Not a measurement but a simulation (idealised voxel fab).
The following process module bears the name voxel self aligned vias.
It is cross-section cut that appears here, measuring 175 nm in width, its square cells being 5 nm in size.
Throughout this document, each cross-section is represented as a grid of square cells and is presented as a sequence of bands enumerated from the top downward, where a band comprises one or more rows of cells.
This entry defines a band. It first specifies the height of the band's top and the height of its bottom in nm, and then specifies the band's materials from left to right, stating each material with its width in nm. The word "edge to edge" identifies a single material that fills the band from edge to edge, while the word "empty" identifies empty space.
For the purposes of this specification, 0 denotes the height below which the wafer in its as-received condition is composed wholly of one material, and the lowermost band, lacking a lower limit, extends downward without end, as expressed in "0 nm and below".
Graded width ("30 to 40"): value in top row of band = first number; value in bottom row = second number; row-to-row change constant.
It should be understood that the words "changes: none", when stated for a given step, signify that the cross-section underwent no change in any of its cells during that step.
You'll see "Enclosed void list" listing empty spaces that have no way open to the top, as long as they're 8 cells or more; the notation is width x height at distance, where the distance is from the left edge, and all of it is in nm.
If you see something after the settings on a step's line, that's the simulator's own remark about that step.
If you see "overlay nm" on a step's line and that step has a mask, it's telling you how far right of where it was planned the mask ended up; a negative number means it went left instead.

STEPS IN THE PROCESS PLAN
1: RECEIVE with material Si
2: CONFORMAL_DEP with material SiO2, thk nm 15
3: CONFORMAL_DEP with material SiCN, thk nm 5
4: DIRECTIONAL_DEP with material lowk, thk nm 30
5: DIRECTIONAL_DEP with material aC, thk nm 15
6: PATTERN with tone open, mask id LINES, material resist, width nm 25, pitch nm 65, thk nm 35, overlay nm 0
7: DIRECTIONAL_ETCH with etch materials aC, depth nm 15
8: STRIP with etch materials resist
9: DIRECTIONAL_ETCH with etch materials lowk, depth nm 30
10: STRIP with etch materials aC
11: CONFORMAL_DEP with material TiN, thk nm 5
12: FILL_DEP with material W, thk nm 5
13: CMP with height nm 50
14: SELECTIVE_ETCH with etch materials W Ru TiN, depth nm 10
15: FILL_DEP with material SiN, thk nm 10
16: CMP with height nm 50
17: DIRECTIONAL_DEP with material lowk, thk nm 20
18: DIRECTIONAL_DEP with material aC, thk nm 10
19: PATTERN with tone open, mask id VIAS, material resist, width nm 35, thk nm 30, overlay nm 0
20: DIRECTIONAL_ETCH with etch materials aC, depth nm 10
21: STRIP with etch materials resist
22: DIRECTIONAL_ETCH with etch materials lowk, depth nm 20
23: DIRECTIONAL_ETCH with etch materials SiN, depth nm 10
24: STRIP with etch materials aC
25: CONFORMAL_DEP with material TiN, thk nm 5
26: FILL_DEP with material W, thk nm 10
27: CMP with height nm 70
28: CONFORMAL_DEP with material SiN, thk nm 5

AS-RECEIVED STATE OF THE WAFER IN CROSS-SECTION, EQUIVALENT TO POST-STEP 1
  0 nm and below  Si edge to edge
  Enclosed void list: none

CROSS-SECTION TAKEN AT MODULE COMPLETION ON THE FIRST OF TWO WAFERS; PROCESSED PER THE PLAN
  75 nm to 70 nm  SiN edge to edge
  70 nm to 55 nm  35 of lowk / 5 of TiN / 25 of W / 5 of TiN / 105 of lowk
  55 nm to 50 nm  35 of lowk / 10 of TiN / 15 of W / 10 of TiN / 105 of lowk
  50 nm to 45 nm  40 of lowk / 5 of TiN / 15 of W / 5 of TiN / 40 of lowk / 25 of SiN / 45 of lowk
  45 nm to 40 nm  40 of lowk / 25 of TiN / 40 of lowk / 25 of SiN / 45 of lowk
  40 nm to 25 nm  40 of lowk / 5 of TiN / 15 of W / 5 of TiN / 40 of lowk / 5 of TiN / 15 of W / 5 of TiN / 45 of lowk
  25 nm to 20 nm  40 of lowk / 25 of TiN / 40 of lowk / 25 of TiN / 45 of lowk
  20 nm to 15 nm  SiCN edge to edge
  15 nm to 0 nm  SiO2 edge to edge
  0 nm and below  Si edge to edge
  Enclosed void list: none

PRESENTED HERE IS A CROSS-SECTION OF THE SECOND OF THE TWO WAFERS AS IT STOOD AT THE END OF THE MODULE. IT WAS STARTED IN THE SAME MANNER AND ASSIGNED THE SAME PLAN AS THE FIRST WAFER; HOWEVER, ONE MISTAKE WAS MADE IN ITS EXECUTION
  75 nm to 70 nm  SiN edge to edge
  70 nm to 55 nm  35 of lowk / 5 of TiN / 25 of W / 5 of TiN / 105 of lowk
  55 nm to 50 nm  35 of lowk / 35 of TiN / 105 of lowk
  50 nm to 15 nm  SiCN edge to edge
  15 nm to 0 nm  SiO2 edge to edge
  0 nm and below  Si edge to edge
  Enclosed void list: none
What went wrong in running the wafer? step 4 changed vs plan, executed as DIRECTIONAL_DEP with material SiCN, thk nm 30
Counted in cells at the end, the second wafer holds more or fewer of these materials than the first: 210 more of SiCN | 10 fewer of SiN | 26 fewer of TiN | 24 fewer of W | 150 fewer of lowk
